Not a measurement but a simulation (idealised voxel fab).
This is a process module. Its name is voxel wiring stack.
Section cut is 220 nm wide and gridded with 5 nm square cells.
Just so we're on the same page, the cross-sections are grids of square cells, and they're listed out in bands top to bottom, each band one or more rows deep.
Band entry format. Leading values: height of top, height of bottom, nm. Remainder: materials in left-to-right order, each with its width in nm. Special words: "throughout" on a single material, which then fills the band edge to edge; "empty", empty space.
Below 0: as-received wafer, all one material; heights counted from there. Lowest band: no bottom, goes on down, written "top 0, no bottom".
The width entry "30..40" should be interpreted row by row: the top row of cells in the band takes the first number, the bottom row takes the second number, and the change between adjacent rows is uniform throughout.
Step marked "everything unchanged"? Then no cell in the cross-section changed in it.
"Closed void entries" enumerates empty spaces isolated from the top, with no open way to it, that contain at least 8 cells, giving each as width x height at distance from the left edge, all three in nm.
Anything after a step's settings on that line? It's the simulator's own note about the step.
Steps that use a mask can have "overlay nm" on their line. It says how far the mask sat to the right of where it was meant to be. Negative means to the left.
**Process steps foreseen in the plan**
1,RECEIVE | material Si
2,CONFORMAL_DEP | material SiO2 | thk nm 15
3,DIRECTIONAL_DEP | material TiN | thk nm 5
4,DIRECTIONAL_DEP | material W | thk nm 15
5,DIRECTIONAL_DEP | material aC | thk nm 10
6,PATTERN | tone cover | mask id METAL_1 | material resist | width nm 20 | pitch nm 50 | thk nm 25 | overlay nm 0
7,DIRECTIONAL_ETCH | etch materials aC | depth nm 10
8,STRIP | etch materials resist
9,DIRECTIONAL_ETCH | etch materials W | depth nm 15
10,DIRECTIONAL_ETCH | etch materials TiN | depth nm 5
11,STRIP | etch materials aC
12,CONFORMAL_DEP | material SiN | thk nm 5
13,FILL_DEP | material SiO2 | thk nm 10
14,CMP | height nm 35
15,CONFORMAL_DEP | material SiCN | thk nm 5
16,DIRECTIONAL_DEP | material lowk | thk nm 10
17,DIRECTIONAL_DEP | material aC | thk nm 15
18,PATTERN | tone open | mask id PLUG_1 | material resist | width nm 15 | pitch nm 50 | thk nm 30 | overlay nm 0
19,DIRECTIONAL_ETCH | etch materials aC | depth nm 15
20,STRIP | etch materials resist
21,DIRECTIONAL_ETCH | etch materials lowk | depth nm 10
22,DIRECTIONAL_ETCH | etch materials SiCN | depth nm 5
23,STRIP | etch materials aC
24,EPI | material Ru | thk nm 10
25,EPI | material Ru | thk nm 5
26,CONFORMAL_DEP | material SiCN | thk nm 5
27,DIRECTIONAL_DEP | material SiO2 | thk nm 25
28,MASKED_ETCH | tone open | mask id METAL_2 | width nm 20 | pitch nm 50 | etch materials SiO2 | depth nm 25 | overlay nm 0
29,MASKED_ETCH | tone open | mask id METAL_2 | width nm 20 | pitch nm 50 | etch materials SiCN | depth nm 5 | overlay nm 0
30,CONFORMAL_DEP | material TiN | thk nm 5
31,FILL_DEP | material W | thk nm 10
32,CMP | height nm 80
33,CONFORMAL_DEP | material SiCN | thk nm 5
34,DIRECTIONAL_DEP | material SiO2 | thk nm 10
35,DIRECTIONAL_DEP | material aC | thk nm 15
36,PATTERN | tone open | mask id PLUG_2 | material resist | width nm 15 | pitch nm 50 | thk nm 30 | overlay nm 0
37,DIRECTIONAL_ETCH | etch materials aC | depth nm 15
38,STRIP | etch materials resist
39,DIRECTIONAL_ETCH | etch materials SiO2 | depth nm 10
40,DIRECTIONAL_ETCH | etch materials SiCN | depth nm 5
41,STRIP | etch materials aC
42,EPI | material Ru | thk nm 10
43,EPI | material Ru | thk nm 5
44,DIRECTIONAL_DEP | material TiN | thk nm 5
45,DIRECTIONAL_DEP | material Ru | thk nm 20
46,MASKED_ETCH | tone cover | mask id METAL_3 | width nm 20 | pitch nm 50 | etch materials Ru | depth nm 20 | overlay nm 0
47,MASKED_ETCH | tone cover | mask id METAL_3 | width nm 20 | pitch nm 50 | etch materials TiN | depth nm 5 | overlay nm 0
48,CONFORMAL_DEP | material SiCN | thk nm 5
49,FILL_DEP | material SiO2 | thk nm 10
50,CMP | height nm 120
51,CONFORMAL_DEP | material SiN | thk nm 5
**Cross-section, incoming material, after step 1**
	top 0, no bottom | Si throughout
	Closed void entries: none
**Final cross-section, module run with one mistake (start and plan as above)**
	top 125, bottom 120 | SiN throughout
	top 120, bottom 100 | 70 of SiO2  5 of SiCN  20 of Ru  5 of SiCN  20 of SiO2  5 of SiCN  20 of Ru  5 of SiCN  70 of SiO2
	top 100, bottom 95 | 75 of SiCN  20 of TiN  30 of SiCN  20 of TiN  75 of SiCN
	top 95, bottom 85 | 75 of SiO2  15 of Ru  35 of SiO2  15 of Ru  80 of SiO2
	top 85, bottom 80 | 75 of SiCN  15 of Ru  35 of SiCN  15 of Ru  80 of SiCN
	top 80, bottom 60 | 70 of SiO2  5 of TiN  20 of W  5 of TiN  20 of SiO2  5 of TiN  20 of W  5 of TiN  70 of SiO2
	top 60, bottom 55 | 70 of SiO2  10 of TiN  10 of W  10 of TiN  20 of SiO2  10 of TiN  10 of W  10 of TiN  70 of SiO2
	top 55, bottom 50 | 75 of SiCN  20 of TiN  30 of SiCN  20 of TiN  75 of SiCN
	top 50, bottom 40 | 75 of lowk  15 of Ru  35 of lowk  15 of Ru  80 of lowk
	top 40, bottom 35 | 75 of SiCN  15 of Ru  35 of SiCN  15 of Ru  80 of SiCN
	top 35, bottom 20 | 70 of SiO2  5 of SiN  20 of W  5 of SiN  20 of SiO2  5 of SiN  20 of W  5 of SiN  70 of SiO2
	top 20, bottom 15 | 75 of SiN  20 of TiN  30 of SiN  20 of TiN  75 of SiN
	top 15, bottom 0 | SiO2 throughout
	top 0, no bottom | Si throughout
	Closed void entries: none
Deviation from plan: planned and actual differ for step 28; actual: MASKED_ETCH | tone open | mask id METAL_2 | width nm 30 | pitch nm 50 | etch materials SiO2 | depth nm 25 | overlay nm 0
